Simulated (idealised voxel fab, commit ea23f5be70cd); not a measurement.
process module | voxel self aligned contacts
cross-section cut | 205 nm wide | cells 5 nm
A cross-section is a grid of square cells, given in bands from the top down. A band is one or more rows of cells.
Each band's line starts with the height of the band's top and of its bottom, in nm. Then come its materials from left to right, each with its width in nm. One material with "throughout" fills the band from edge to edge. "air" is empty space.
Height 0 is the level under which the wafer as received is all one material. The lowest band goes on downwards, as in "0 down".
A width such as "30 to 40" changes by the same amount from each row of cells to the next, from the band's top row to its bottom row.
"no change" after a step means that no cell of the cross-section changed.
closed voids: empty space of 8 cells or more with no open way to the top, each as width x height at its distance from the left edge, in nm
after a step's settings: what the simulator itself notes on the step
overlay nm, on a step with a mask: how far to the right of its planned place the mask lay; to the left if negative
plan
1 op RECEIVE | material Si
2 op OXIDIZE | depth nm 5
3 op DIRECTIONAL_DEP | material polySi | thk nm 20
4 op DIRECTIONAL_DEP | material SiN | thk nm 25
5 op MASKED_ETCH | tone cover | mask id GATE | width nm 30 | pitch nm 65 | etch materials SiN | depth nm 25 | overlay nm 0
6 op MASKED_ETCH | tone cover | mask id GATE | width nm 30 | pitch nm 65 | etch materials polySi | depth nm 20 | overlay nm 0
7 op CONFORMAL_DEP | material SiN | thk nm 10
8 op DIRECTIONAL_ETCH | etch materials SiN | depth nm 10
9 op FILL_DEP | material SiO2 | thk nm 20
10 op CMP | height nm 55
11 op DIRECTIONAL_DEP | material aC | thk nm 15
12 op PATTERN | tone open | mask id CONTACT | material resist | width nm 45 | thk nm 30 | overlay nm -15
13 op DIRECTIONAL_ETCH | etch materials aC | depth nm 15
14 op STRIP | etch materials resist
15 op DIRECTIONAL_ETCH | etch materials SiO2 | depth nm 60
16 op STRIP | etch materials aC
17 op CONFORMAL_DEP | material TiN | thk nm 5
18 op FILL_DEP | material Ru | thk nm 5
19 op CMP | height nm 55
20 op CONFORMAL_DEP | material SiCN | thk nm 5
varied across the wafers: overlay nm of step 12. The plan shows the first wafer's value. All wafers start alike
first wafer as received, after step 1
  0 down: Si throughout
  closed voids: none
first wafer at the end, after step 20
  60 to 55: SiCN throughout
  55 to 45: SiO2 65 | TiN 5 to 35 | Ru 35 to 5 | TiN 5 | SiO2 95
  45 to 20: SiO2 45 | SiN 50 | TiN 5 | Ru 5 | TiN 5 | SiN 50 | SiO2 45
  20 to 0: SiO2 45 | SiN 10 | polySi 30 | SiN 10 | TiN 5 | Ru 5 | TiN 5 | SiN 10 | polySi 30 | SiN 10 | SiO2 45
  0 to -5: SiO2 95 | TiN 15 | SiO2 95
  -5 down: Si throughout
  closed voids: none
last wafer at the end
  60 to 55: SiCN throughout
  55 to 45: SiO2 95 | TiN 5 | Ru 35 to 5 | TiN 5 to 35 | SiO2 65
  45 to 20: SiO2 45 | SiN 50 | TiN 5 | Ru 5 | TiN 5 | SiN 50 | SiO2 45
  20 to 0: SiO2 45 | SiN 10 | polySi 30 | SiN 10 | TiN 5 | Ru 5 | TiN 5 | SiN 10 | polySi 30 | SiN 10 | SiO2 45
  0 to -5: SiO2 95 | TiN 15 | SiO2 95
  -5 down: Si throughout
  closed voids: none
each wafer at the end: cells of each material gained (+) or lost (-) since it was received, then its closed voids
overlay nm -15 | +17 Ru | -41 Si | +41 SiCN | +132 SiN | +264 SiO2 | +31 TiN | +48 polySi | closed voids: none
overlay nm -10 | +17 Ru | -41 Si | +41 SiCN | +132 SiN | +264 SiO2 | +31 TiN | +48 polySi | closed voids: none
overlay nm -5 | +17 Ru | -41 Si | +41 SiCN | +132 SiN | +264 SiO2 | +31 TiN | +48 polySi | closed voids: none
overlay nm 0 | +17 Ru | -41 Si | +41 SiCN | +132 SiN | +264 SiO2 | +31 TiN | +48 polySi | closed voids: none
overlay nm 5 | +17 Ru | -41 Si | +41 SiCN | +132 SiN | +264 SiO2 | +31 TiN | +48 polySi | closed voids: none
overlay nm 10 | +17 Ru | -41 Si | +41 SiCN | +132 SiN | +264 SiO2 | +31 TiN | +48 polySi | closed voids: none
overlay nm 15 | +17 Ru | -41 Si | +41 SiCN | +132 SiN | +264 SiO2 | +31 TiN | +48 polySi | closed voids: none
